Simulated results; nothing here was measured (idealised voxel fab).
process module | voxel capacitor over wiring
cross-section cut | 280 nm wide | cells 5 nm
A cross-section is a grid of square cells, given in bands from the top down. A band is one or more rows of cells.
Each band's line starts with the height of the band's top and of its bottom, in nm. Then come its materials from left to right, each with its width in nm. One material with "throughout" fills the band from edge to edge. "air" is empty space.
Height 0 is the level under which the wafer as received is all one material. The lowest band goes on downwards, as in "0 down".
A width such as "30 to 40" changes by the same amount from each row of cells to the next, from the band's top row to its bottom row.
"no change" after a step means that no cell of the cross-section changed.
closed voids: empty space of 8 cells or more with no open way to the top, each as width x height at its distance from the left edge, in nm
after a step's settings: what the simulator itself notes on the step
overlay nm, on a step with a mask: how far to the right of its planned place the mask lay; to the left if negative
Each pair below shows a cross-section before one step and the cross-section after it, down to the lowest band that changed. The line under each pair gives the step between them, with its settings. The pairs can come from different runs of this module on the same starting wafer, so a pair continues from the pair above only where its "before" says so.
before
  90 to 80: air 95 | aC 65 | air 120
  80 to 75: air 90 | aC 75 | air 115
  75 to 70: air 90 | aC 5 | TiN 65 | aC 5 | air 115
  70 to 65: air 90 | aC 5 | HfO2 65 | aC 5 | air 115
  65 to 55: air 90 | TiN 75 | air 115
  55 to 40: SiO2 85 | Ru 15 | SiO2 180
  40 to 35: SiCN 85 | Ru 15 | SiCN 180
  35 to 15: lowk 80 | SiN 5 | W 25 | SiN 5 | lowk 50 | SiN 5 | W 25 | SiN 5 | lowk 80
  15 to 10: SiN 85 | TiN 25 | SiN 60 | TiN 25 | SiN 85
  10 to 0: SiO2 throughout
  0 down: Si throughout
  closed voids: none
after
  75 to 70: air 95 | TiN 65 | air 120
  70 to 65: air 95 | HfO2 65 | air 120
  below 65: unchanged
  closed voids: none
the step between: op STRIP | etch materials aC
before: the cross-section after the pair above
after
  90 to 75: SiO2 throughout
  75 to 70: SiO2 95 | TiN 65 | SiO2 120
  70 to 65: SiO2 95 | HfO2 65 | SiO2 120
  65 to 55: SiO2 90 | TiN 75 | SiO2 115
  below 55: unchanged
  closed voids: none
the step between: op FILL_DEP | material SiO2 | thk nm 15
before: the cross-section after the pair above
after
  85 to 75: SiO2 throughout
  below 75: unchanged
  closed voids: none
the step between: op CMP | height nm 85
before: the cross-section after the pair above
after
  100 to 85: aC throughout
  below 85: unchanged
  closed voids: none
the step between: op DIRECTIONAL_DEP | material aC | thk nm 15
before: the cross-section after the pair above
after
  135 to 100: resist 105 | air 15 | resist 160
  below 100: unchanged
  closed voids: none
the step between: op PATTERN | tone open | mask id PLUG_2 | material resist | width nm 15 | thk nm 35 | overlay nm 0
before: the cross-section after the pair above
after
  120 to 100: resist 105 | air 15 | resist 160
  100 to 85: aC 105 | air 15 | aC 160
  below 85: unchanged
  closed voids: none
the step between: op DIRECTIONAL_ETCH | etch materials aC | depth nm 15
before: the cross-section after the pair above
after
  100 to 85: aC 105 | air 15 | aC 160
  below 85: unchanged
  closed voids: none
the step between: op STRIP | etch materials resist
before: the cross-section after the pair above
after
  100 to 85: aC 105 | air 15 | aC 160
  85 to 75: SiO2 105 | air 15 | SiO2 160
  below 75: unchanged
  closed voids: none
the step between: op DIRECTIONAL_ETCH | etch materials SiO2 | depth nm 10
before: the cross-section after the pair above
after
  85 to 75: SiO2 105 | air 15 | SiO2 160
  below 75: unchanged
  closed voids: none
the step between: op STRIP | etch materials aC
before: the cross-section after the pair above
after
  90 to 85: TiN 110 | air 5 | TiN 165
  85 to 80: SiO2 105 | TiN 5 | air 5 | TiN 5 | SiO2 160
  80 to 70: SiO2 105 to 95 | TiN 15 to 65 | SiO2 160 to 120
  below 70: unchanged
  closed voids: none
the step between: op CONFORMAL_DEP | material TiN | thk nm 5
before: the cross-section after the pair above
after
  95 to 90: Cu throughout
  90 to 85: TiN 110 | Cu 5 | TiN 165
  85 to 80: SiO2 105 | TiN 5 | Cu 5 | TiN 5 | SiO2 160
  below 80: unchanged
  closed voids: none
the step between: op FILL_DEP | material Cu | thk nm 5
before: the cross-section after the pair above
after
  85 to 80: SiO2 105 | TiN 5 | Cu 5 | TiN 5 | SiO2 160
  below 80: unchanged
  closed voids: none
the step between: op CMP | height nm 85
before: the cross-section after the pair above
after
  90 to 85: SiCN throughout
  below 85: unchanged
  closed voids: none
the step between: op CONFORMAL_DEP | material SiCN | thk nm 5
before
  35 to 15: air 85 | W 25 | air 60 | W 25 | air 85
  15 to 10: air 85 | TiN 25 | air 60 | TiN 25 | air 85
  10 to 0: SiO2 throughout
  0 down: Si throughout
  closed voids: none
after
  40 to 35: air 80 | SiCN 35 | air 50 | SiCN 35 | air 80
  35 to 15: air 80 | SiCN 5 | W 25 | SiCN 5 | air 50 | SiCN 5 | W 25 | SiCN 5 | air 80
  15 to 10: SiCN 85 | TiN 25 | SiCN 60 | TiN 25 | SiCN 85
  below 10: unchanged
  closed voids: none
the step between: op CONFORMAL_DEP | material SiCN | thk nm 5
before: the cross-section after the pair above
after
  45 to 40: lowk throughout
  40 to 35: lowk 80 | SiCN 35 | lowk 50 | SiCN 35 | lowk 80
  35 to 15: lowk 80 | SiCN 5 | W 25 | SiCN 5 | lowk 50 | SiCN 5 | W 25 | SiCN 5 | lowk 80
  below 15: unchanged
  closed voids: none
the step between: op FILL_DEP | material lowk | thk nm 5
before: the cross-section after the pair above
after
  35 to 15: lowk 80 | SiCN 5 | W 25 | SiCN 5 | lowk 50 | SiCN 5 | W 25 | SiCN 5 | lowk 80
  below 15: unchanged
  closed voids: none
the step between: op CMP | height nm 35
before: the cross-section after the pair above
after
  40 to 35: SiCN throughout
  below 35: unchanged
  closed voids: none
the step between: op CONFORMAL_DEP | material SiCN | thk nm 5
before: the cross-section after the pair above
after
  55 to 40: SiO2 throughout
  below 40: unchanged
  closed voids: none
the step between: op DIRECTIONAL_DEP | material SiO2 | thk nm 15
before: the cross-section after the pair above
after
  70 to 55: resist 95 | air 15 | resist 170
  below 55: unchanged
  closed voids: none
the step between: op PATTERN | tone open | mask id PLUG_1 | material resist | width nm 15 | thk nm 15 | overlay nm 0
before: the cross-section after the pair above
after
  70 to 55: resist 95 | air 15 | resist 170
  55 to 40: SiO2 95 | air 15 | SiO2 170
  below 40: unchanged
  closed voids: none
the step between: op DIRECTIONAL_ETCH | etch materials SiO2 | depth nm 15
before: the cross-section after the pair above
after
  70 to 55: resist 95 | air 15 | resist 170
  55 to 40: SiO2 95 | air 15 | SiO2 170
  40 to 35: SiCN 95 | air 15 | SiCN 170
  below 35: unchanged
  closed voids: none
the step between: op DIRECTIONAL_ETCH | etch materials SiCN | depth nm 5
before: the cross-section after the pair above
after
  55 to 40: SiO2 95 | air 15 | SiO2 170
  below 40: unchanged
  closed voids: none
the step between: op STRIP | etch materials resist
before: the cross-section after the pair above
after
  55 to 45: SiO2 95 | air 15 | SiO2 170
  45 to 40: SiO2 95 | Ru 15 | SiO2 170
  40 to 35: SiCN 95 | Ru 15 | SiCN 170
  below 35: unchanged
  closed voids: none
the step between: op EPI | material Ru | thk nm 10
before: the cross-section after the pair above
after
  55 to 40: SiO2 95 | Ru 15 | SiO2 170
  below 40: unchanged
  closed voids: none
the step between: op EPI | material Ru | thk nm 10
before: the cross-section after the pair above
after
  65 to 55: TiN throughout
  below 55: unchanged
  closed voids: none
the step between: op DIRECTIONAL_DEP | material TiN | thk nm 10
before: the cross-section after the pair above
after
  70 to 65: HfO2 throughout
  below 65: unchanged
  closed voids: none
the step between: op DIRECTIONAL_DEP | material HfO2 | thk nm 5
before: the cross-section after the pair above
after
  75 to 70: TiN throughout
  below 70: unchanged
  closed voids: none
the step between: op DIRECTIONAL_DEP | material TiN | thk nm 5
before: the cross-section after the pair above
after
  90 to 75: aC throughout
  below 75: unchanged
  closed voids: none
the step between: op DIRECTIONAL_DEP | material aC | thk nm 15
before: the cross-section after the pair above
after
  120 to 90: air 95 | resist 65 | air 120
  below 90: unchanged
  closed voids: none
the step between: op PATTERN | tone cover | mask id UPPER_PLATE | material resist | width nm 65 | thk nm 30 | overlay nm 0
before: the cross-section after the pair above
after
  105 to 90: air 95 | resist 65 | air 120
  90 to 75: air 95 | aC 65 | air 120
  below 75: unchanged
  closed voids: none
the step between: op DIRECTIONAL_ETCH | etch materials aC | depth nm 15
before: the cross-section after the pair above
after
  90 to 75: air 95 | aC 65 | air 120
  below 75: unchanged
  closed voids: none
the step between: op STRIP | etch materials resist
before: the cross-section after the pair above
after
  90 to 75: air 95 | aC 65 | air 120
  75 to 70: air 95 | TiN 65 | air 120
  below 70: unchanged
  closed voids: none
the step between: op DIRECTIONAL_ETCH | etch materials TiN | depth nm 5
before: the cross-section after the pair above
after
  90 to 75: air 95 | aC 65 | air 120
  75 to 70: air 95 | TiN 65 | air 120
  70 to 65: air 95 | HfO2 65 | air 120
  below 65: unchanged
  closed voids: none
the step between: op DIRECTIONAL_ETCH | etch materials HfO2 | depth nm 5
before: the cross-section after the pair above
after
  75 to 70: air 95 | TiN 65 | air 120
  below 70: unchanged
  closed voids: none
the step between: op STRIP | etch materials aC
before: the cross-section after the pair above
after
  90 to 80: air 95 | aC 65 | air 120
  80 to 75: aC throughout
  75 to 70: aC 95 | TiN 65 | aC 120
  70 to 65: aC 95 | HfO2 65 | aC 120
  below 65: unchanged
  closed voids: none
the step between: op DIRECTIONAL_DEP | material aC | thk nm 15
before: the cross-section after the pair above
after
  125 to 90: air 90 | resist 75 | air 115
  90 to 80: air 90 | resist 5 | aC 65 | resist 5 | air 115
  below 80: unchanged
  closed voids: none
the step between: op PATTERN | tone cover | mask id LOWER_PLATE | material resist | width nm 75 | thk nm 35 | overlay nm 0
before: the cross-section after the pair above
after
  110 to 90: air 90 | resist 75 | air 115
  90 to 80: air 90 | resist 5 | aC 65 | resist 5 | air 115
  80 to 75: air 90 | aC 75 | air 115
  75 to 70: air 90 | aC 5 | TiN 65 | aC 5 | air 115
  70 to 65: air 90 | aC 5 | HfO2 65 | aC 5 | air 115
  below 65: unchanged
  closed voids: none
the step between: op DIRECTIONAL_ETCH | etch materials aC | depth nm 15
before: the cross-section after the pair above
after
  90 to 80: air 95 | aC 65 | air 120
  below 80: unchanged
  closed voids: none
the step between: op STRIP | etch materials resist
before: the cross-section after the pair above
after
  90 to 80: air 95 | aC 65 | air 120
  80 to 75: air 90 | aC 75 | air 115
  75 to 70: air 90 | aC 5 | TiN 65 | aC 5 | air 115
  70 to 65: air 90 | aC 5 | HfO2 65 | aC 5 | air 115
  65 to 55: air 90 | TiN 75 | air 115
  below 55: unchanged
  closed voids: none
the step between: op DIRECTIONAL_ETCH | etch materials TiN | depth nm 10
before: the cross-section after the pair above
after
  75 to 70: air 95 | TiN 65 | air 120
  70 to 65: air 95 | HfO2 65 | air 120
  below 65: unchanged
  closed voids: none
the step between: op STRIP | etch materials aC
before: the cross-section after the pair above
after
  90 to 75: SiO2 throughout
  75 to 70: SiO2 95 | TiN 65 | SiO2 120
  70 to 65: SiO2 95 | HfO2 65 | SiO2 120
  65 to 55: SiO2 90 | TiN 75 | SiO2 115
  below 55: unchanged
  closed voids: none
the step between: op FILL_DEP | material SiO2 | thk nm 15
before: the cross-section after the pair above
after
  85 to 75: SiO2 throughout
  below 75: unchanged
  closed voids: none
the step between: op CMP | height nm 85
before: the cross-section after the pair above
after
  100 to 85: aC throughout
  below 85: unchanged
  closed voids: none
the step between: op DIRECTIONAL_DEP | material aC | thk nm 15
before: the cross-section after the pair above
after
  135 to 100: resist 105 | air 15 | resist 160
  below 100: unchanged
  closed voids: none
the step between: op PATTERN | tone open | mask id PLUG_2 | material resist | width nm 15 | thk nm 35 | overlay nm 0
before: the cross-section after the pair above
after
  120 to 100: resist 105 | air 15 | resist 160
  100 to 85: aC 105 | air 15 | aC 160
  below 85: unchanged
  closed voids: none
the step between: op DIRECTIONAL_ETCH | etch materials aC | depth nm 15
before: the cross-section after the pair above
after
  100 to 85: aC 105 | air 15 | aC 160
  below 85: unchanged
  closed voids: none
the step between: op STRIP | etch materials resist
before: the cross-section after the pair above
after
  100 to 85: aC 105 | air 15 | aC 160
  85 to 75: SiO2 105 | air 15 | SiO2 160
  below 75: unchanged
  closed voids: none
the step between: op DIRECTIONAL_ETCH | etch materials SiO2 | depth nm 10
before: the cross-section after the pair above
after
  85 to 75: SiO2 105 | air 15 | SiO2 160
  below 75: unchanged
  closed voids: none
the step between: op STRIP | etch materials aC
before: the cross-section after the pair above
after
  90 to 85: TiN 110 | air 5 | TiN 165
  85 to 80: SiO2 105 | TiN 5 | air 5 | TiN 5 | SiO2 160
  80 to 70: SiO2 105 to 95 | TiN 15 to 65 | SiO2 160 to 120
  below 70: unchanged
  closed voids: none
the step between: op CONFORMAL_DEP | material TiN | thk nm 5
before: the cross-section after the pair above
after
  95 to 90: Cu throughout
  90 to 85: TiN 110 | Cu 5 | TiN 165
  85 to 80: SiO2 105 | TiN 5 | Cu 5 | TiN 5 | SiO2 160
  below 80: unchanged
  closed voids: none
the step between: op FILL_DEP | material Cu | thk nm 5
before: the cross-section after the pair above
after
  85 to 80: SiO2 105 | TiN 5 | Cu 5 | TiN 5 | SiO2 160
  below 80: unchanged
  closed voids: none
the step between: op CMP | height nm 85
before: the cross-section after the pair above
after
  90 to 85: SiCN throughout
  below 85: unchanged
  closed voids: none
the step between: op CONFORMAL_DEP | material SiCN | thk nm 5
before
  35 to 15: W throughout
  15 to 10: TiN throughout
  10 to 0: SiO2 throughout
  0 down: Si throughout
  closed voids: none
after
  35 to 15: W 85 | air 25 | W 60 | air 25 | W 85
  below 15: unchanged
  closed voids: none
the step between: op MASKED_ETCH | tone open | mask id METAL_1 | width nm 25 | pitch nm 85 | etch materials W | depth nm 20 | overlay nm 0
before: the cross-section after the pair above
after
  40 to 35: SiN 90 | air 15 | SiN 70 | air 15 | SiN 90
  35 to 20: W 85 | SiN 5 | air 15 | SiN 5 | W 60 | SiN 5 | air 15 | SiN 5 | W 85
  20 to 15: W 85 | SiN 25 | W 60 | SiN 25 | W 85
  below 15: unchanged
  closed voids: none
the step between: op CONFORMAL_DEP | material SiN | thk nm 5
before: the cross-section after the pair above
after
  45 to 40: lowk throughout
  40 to 35: SiN 90 | lowk 15 | SiN 70 | lowk 15 | SiN 90
  35 to 20: W 85 | SiN 5 | lowk 15 | SiN 5 | W 60 | SiN 5 | lowk 15 | SiN 5 | W 85
  below 20: unchanged
  closed voids: none
the step between: op FILL_DEP | material lowk | thk nm 5
before: the cross-section after the pair above
after
  35 to 20: W 85 | SiN 5 | lowk 15 | SiN 5 | W 60 | SiN 5 | lowk 15 | SiN 5 | W 85
  below 20: unchanged
  closed voids: none
the step between: op CMP | height nm 35
before: the cross-section after the pair above
after
  40 to 35: SiCN throughout
  below 35: unchanged
  closed voids: none
the step between: op CONFORMAL_DEP | material SiCN | thk nm 5
before: the cross-section after the pair above
after
  55 to 40: SiO2 throughout
  below 40: unchanged
  closed voids: none
the step between: op DIRECTIONAL_DEP | material SiO2 | thk nm 15
before: the cross-section after the pair above
after
  70 to 55: resist 95 | air 15 | resist 170
  below 55: unchanged
  closed voids: none
the step between: op PATTERN | tone open | mask id PLUG_1 | material resist | width nm 15 | thk nm 15 | overlay nm 0
before: the cross-section after the pair above
after
  70 to 55: resist 95 | air 15 | resist 170
  55 to 40: SiO2 95 | air 15 | SiO2 170
  below 40: unchanged
  closed voids: none
the step between: op DIRECTIONAL_ETCH | etch materials SiO2 | depth nm 15
before: the cross-section after the pair above
after
  70 to 55: resist 95 | air 15 | resist 170
  55 to 40: SiO2 95 | air 15 | SiO2 170
  40 to 35: SiCN 95 | air 15 | SiCN 170
  below 35: unchanged
  closed voids: none
the step between: op DIRECTIONAL_ETCH | etch materials SiCN | depth nm 5
before: the cross-section after the pair above
after
  55 to 40: SiO2 95 | air 15 | SiO2 170
  below 40: unchanged
  closed voids: none
the step between: op STRIP | etch materials resist
before: the cross-section after the pair above
after
  65 to 55: TiN 95 | air 15 | TiN 170
  55 to 45: SiO2 95 | air 15 | SiO2 170
  45 to 40: SiO2 95 | TiN 15 | SiO2 170
  40 to 35: SiCN 95 | TiN 15 | SiCN 170
  below 35: unchanged
  closed voids: none
the step between: op DIRECTIONAL_DEP | material TiN | thk nm 10
before: the cross-section after the pair above
after
  70 to 65: HfO2 95 | air 15 | HfO2 170
  65 to 55: TiN 95 | air 15 | TiN 170
  55 to 50: SiO2 95 | air 15 | SiO2 170
  50 to 45: SiO2 95 | HfO2 15 | SiO2 170
  below 45: unchanged
  closed voids: none
the step between: op DIRECTIONAL_DEP | material HfO2 | thk nm 5
before: the cross-section after the pair above
after
  75 to 70: TiN 95 | air 15 | TiN 170
  70 to 65: HfO2 95 | air 15 | HfO2 170
  65 to 55: TiN 95 | air 15 | TiN 170
  55 to 50: SiO2 95 | TiN 15 | SiO2 170
  below 50: unchanged
  closed voids: none
the step between: op DIRECTIONAL_DEP | material TiN | thk nm 5
before: the cross-section after the pair above
after
  90 to 75: aC 95 | air 15 | aC 170
  75 to 70: TiN 95 | air 15 | TiN 170
  70 to 65: HfO2 95 | aC 15 | HfO2 170
  65 to 55: TiN 95 | aC 15 | TiN 170
  below 55: unchanged
  closed voids: none
the step between: op DIRECTIONAL_DEP | material aC | thk nm 15
before: the cross-section after the pair above
after
  120 to 90: air 95 | resist 65 | air 120
  90 to 75: aC 95 | resist 15 | aC 170
  75 to 70: TiN 95 | resist 15 | TiN 170
  below 70: unchanged
  closed voids: none
the step between: op PATTERN | tone cover | mask id UPPER_PLATE | material resist | width nm 65 | thk nm 30 | overlay nm 0
before: the cross-section after the pair above
after
  105 to 90: air 95 | resist 65 | air 120
  90 to 75: air 95 | resist 15 | aC 50 | air 120
  below 75: unchanged
  closed voids: none
the step between: op DIRECTIONAL_ETCH | etch materials aC | depth nm 15
before: the cross-section after the pair above
after
  90 to 75: air 110 | aC 50 | air 120
  75 to 70: TiN 95 | air 15 | TiN 170
  below 70: unchanged
  closed voids: none
the step between: op STRIP | etch materials resist
before: the cross-section after the pair above
after
  90 to 75: air 110 | aC 50 | air 120
  75 to 70: air 110 | TiN 50 | air 120
  below 70: unchanged
  closed voids: none
the step between: op DIRECTIONAL_ETCH | etch materials TiN | depth nm 5
before: the cross-section after the pair above
after
  90 to 75: air 110 | aC 50 | air 120
  75 to 70: air 110 | TiN 50 | air 120
  70 to 65: air 95 | aC 15 | HfO2 50 | air 120
  below 65: unchanged
  closed voids: none
the step between: op DIRECTIONAL_ETCH | etch materials HfO2 | depth nm 5
before: the cross-section after the pair above
after
  75 to 70: air 110 | TiN 50 | air 120
  70 to 65: air 110 | HfO2 50 | air 120
  65 to 55: TiN 95 | air 15 | TiN 170
  below 55: unchanged
  closed voids: none
the step between: op STRIP | etch materials aC
before: the cross-section after the pair above
after
  90 to 80: air 110 | aC 50 | air 120
  80 to 75: aC 95 | air 15 | aC 170
  75 to 70: aC 95 | air 15 | TiN 50 | aC 120
  70 to 65: aC 110 | HfO2 50 | aC 120
  65 to 55: TiN 95 | aC 15 | TiN 170
  below 55: unchanged
  closed voids: none
the step between: op DIRECTIONAL_DEP | material aC | thk nm 15
before: the cross-section after the pair above
after
  125 to 90: air 90 | resist 75 | air 115
  90 to 80: air 90 | resist 20 | aC 50 | resist 5 | air 115
  80 to 75: aC 95 | resist 15 | aC 170
  75 to 70: aC 95 | resist 15 | TiN 50 | aC 120
  below 70: unchanged
  closed voids: none
the step between: op PATTERN | tone cover | mask id LOWER_PLATE | material resist | width nm 75 | thk nm 35 | overlay nm 0
before: the cross-section after the pair above
after
  110 to 90: air 90 | resist 75 | air 115
  90 to 80: air 90 | resist 20 | aC 50 | resist 5 | air 115
  80 to 75: air 90 | aC 5 | resist 15 | aC 55 | air 115
  75 to 70: air 90 | aC 5 | resist 15 | TiN 50 | aC 5 | air 115
  70 to 65: air 90 | aC 20 | HfO2 50 | aC 5 | air 115
  below 65: unchanged
  closed voids: none
the step between: op DIRECTIONAL_ETCH | etch materials aC | depth nm 15
before: the cross-section after the pair above
after
  90 to 80: air 110 | aC 50 | air 120
  80 to 75: air 90 | aC 5 | air 15 | aC 55 | air 115
  75 to 70: air 90 | aC 5 | air 15 | TiN 50 | aC 5 | air 115
  below 70: unchanged
  closed voids: none
the step between: op STRIP | etch materials resist
before: the cross-section after the pair above
after
  90 to 80: air 110 | aC 50 | air 120
  80 to 75: air 90 | aC 5 | air 15 | aC 55 | air 115
  75 to 70: air 90 | aC 5 | air 15 | TiN 50 | aC 5 | air 115
  70 to 65: air 90 | aC 20 | HfO2 50 | aC 5 | air 115
  65 to 55: air 90 | TiN 5 | aC 15 | TiN 55 | air 115
  below 55: unchanged
  closed voids: none
the step between: op DIRECTIONAL_ETCH | etch materials TiN | depth nm 10
before: the cross-section after the pair above
after
  75 to 70: air 110 | TiN 50 | air 120
  70 to 65: air 110 | HfO2 50 | air 120
  65 to 55: air 90 | TiN 5 | air 15 | TiN 55 | air 115
  below 55: unchanged
  closed voids: none
the step between: op STRIP | etch materials aC
before: the cross-section after the pair above
after
  90 to 75: SiO2 throughout
  75 to 70: SiO2 110 | TiN 50 | SiO2 120
  70 to 65: SiO2 110 | HfO2 50 | SiO2 120
  65 to 55: SiO2 90 | TiN 5 | SiO2 15 | TiN 55 | SiO2 115
  below 55: unchanged
  closed voids: none
the step between: op FILL_DEP | material SiO2 | thk nm 15
before: the cross-section after the pair above
after
  85 to 75: SiO2 throughout
  below 75: unchanged
  closed voids: none
the step between: op CMP | height nm 85
before: the cross-section after the pair above
after
  100 to 85: aC throughout
  below 85: unchanged
  closed voids: none
the step between: op DIRECTIONAL_DEP | material aC | thk nm 15
before: the cross-section after the pair above
after
  135 to 100: resist 105 | air 15 | resist 160
  below 100: unchanged
  closed voids: none
the step between: op PATTERN | tone open | mask id PLUG_2 | material resist | width nm 15 | thk nm 35 | overlay nm 0
before: the cross-section after the pair above
after
  120 to 100: resist 105 | air 15 | resist 160
  100 to 85: aC 105 | air 15 | aC 160
  below 85: unchanged
  closed voids: none
the step between: op DIRECTIONAL_ETCH | etch materials aC | depth nm 15
before: the cross-section after the pair above
after
  100 to 85: aC 105 | air 15 | aC 160
  below 85: unchanged
  closed voids: none
the step between: op STRIP | etch materials resist
before: the cross-section after the pair above
after
  100 to 85: aC 105 | air 15 | aC 160
  85 to 75: SiO2 105 | air 15 | SiO2 160
  below 75: unchanged
  closed voids: none
the step between: op DIRECTIONAL_ETCH | etch materials SiO2 | depth nm 10
before: the cross-section after the pair above
after
  85 to 75: SiO2 105 | air 15 | SiO2 160
  below 75: unchanged
  closed voids: none
the step between: op STRIP | etch materials aC
before: the cross-section after the pair above
after
  90 to 85: TiN 110 | air 5 | TiN 165
  85 to 80: SiO2 105 | TiN 5 | air 5 | TiN 5 | SiO2 160
  80 to 70: SiO2 105 to 110 | TiN 15 to 50 | SiO2 160 to 120
  below 70: unchanged
  closed voids: none
the step between: op CONFORMAL_DEP | material TiN | thk nm 5
before: the cross-section after the pair above
after
  95 to 90: Cu throughout
  90 to 85: TiN 110 | Cu 5 | TiN 165
  85 to 80: SiO2 105 | TiN 5 | Cu 5 | TiN 5 | SiO2 160
  below 80: unchanged
  closed voids: none
the step between: op FILL_DEP | material Cu | thk nm 5
before: the cross-section after the pair above
after
  85 to 80: SiO2 105 | TiN 5 | Cu 5 | TiN 5 | SiO2 160
  below 80: unchanged
  closed voids: none
the step between: op CMP | height nm 85
before: the cross-section after the pair above
after
  90 to 85: SiCN throughout
  below 85: unchanged
  closed voids: none
the step between: op CONFORMAL_DEP | material SiCN | thk nm 5
